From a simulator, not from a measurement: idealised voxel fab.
The following is a process module called voxel tone inversion.
Square cells of 5 nm make up the cross-section cut, whose width is 165 nm.
Cross-section format: a grid of square cells, given as bands from top to bottom; each band is one or more rows of cells. The entry gives the band's vertical extent as a top height and a bottom height in nm, then its horizontal make-up as materials from left to right, each with a width in nm. "empty" stands for empty space; a single material marked "full width" fills the band edge to edge. All heights in this document are referenced to 0, defined as the level beneath which the wafer, as received, consists entirely of one material. The lowest band is not bounded below; it extends indefinitely downward and is written in the form "0 down". Top row gets the first number, bottom row gets the second, and each row in between changes by the same step: that is how a band width like "30 to 40" works. Step note "left unchanged" = no cross-section cell changed. "Enclosed cavities" specifies each empty space that is not open to the top and that occupies no fewer than 8 cells, using the form width x height at distance, the distance measured from the left edge and all three quantities in nm. Formally, on a step line, whatever follows the settings is a remark that the simulator itself makes on the step. The line of a step may include "overlay nm". On a step with a mask, this value is how far to the right of its planned place the mask lay. A negative value means the mask lay to the left.

[Steps planned for the process]
step 1: RECEIVE [material Si]
step 2: CONFORMAL_DEP [material SiN] [thk nm 5]
step 3: DIRECTIONAL_DEP [material aC] [thk nm 20]
step 4: PATTERN [tone cover] [mask id POSTS] [material resist] [width nm 15] [pitch nm 30] [thk nm 30] [overlay nm -15]
step 5: DIRECTIONAL_ETCH [etch materials aC] [depth nm 20]
step 6: STRIP [etch materials resist]
step 7: FILL_DEP [material lowk] [thk nm 5]
step 8: CMP [height nm 25]
step 9: STRIP [etch materials aC]
For this document, wafers share an identical start and vary in the step 4 overlay nm; the plan quotes the first wafer's value.

[Here's the first of the wafers in cross-section, just as we got it, i.e. after step 1]
- 0 down = Si full width
- Enclosed cavities: none

[End of module: cross-section of the first of several wafers after step 9, the last step]
- 25 to 5 = 15 nm lowk | 15 nm empty | 15 nm lowk | 15 nm empty | 15 nm lowk | 15 nm empty | 15 nm lowk | 15 nm empty | 45 nm lowk
- 5 to 0 = SiN full width
- 0 down = Si full width
- Enclosed cavities: none

[Final wafer cross-section at module end]
- 25 to 5 = 45 nm lowk | 15 nm empty | 15 nm lowk | 15 nm empty | 15 nm lowk | 15 nm empty | 15 nm lowk | 15 nm empty | 15 nm lowk
- 5 to 0 = SiN full width
- 0 down = Si full width
- Enclosed cavities: none

[Take any row and you have a wafer at the end of the module: how many cells of each material it has gained (+) or lost (-) since it was received, and then its closed voids]
overlay nm -15; +33 SiN; +84 lowk; Enclosed cavities: none
overlay nm -10; +33 SiN; +84 lowk; Enclosed cavities: none
overlay nm -5; +33 SiN; +84 lowk; Enclosed cavities: none
overlay nm 0; +33 SiN; +84 lowk; Enclosed cavities: none
overlay nm 5; +33 SiN; +84 lowk; Enclosed cavities: none
overlay nm 10; +33 SiN; +84 lowk; Enclosed cavities: none
overlay nm 15; +33 SiN; +84 lowk; Enclosed cavities: none
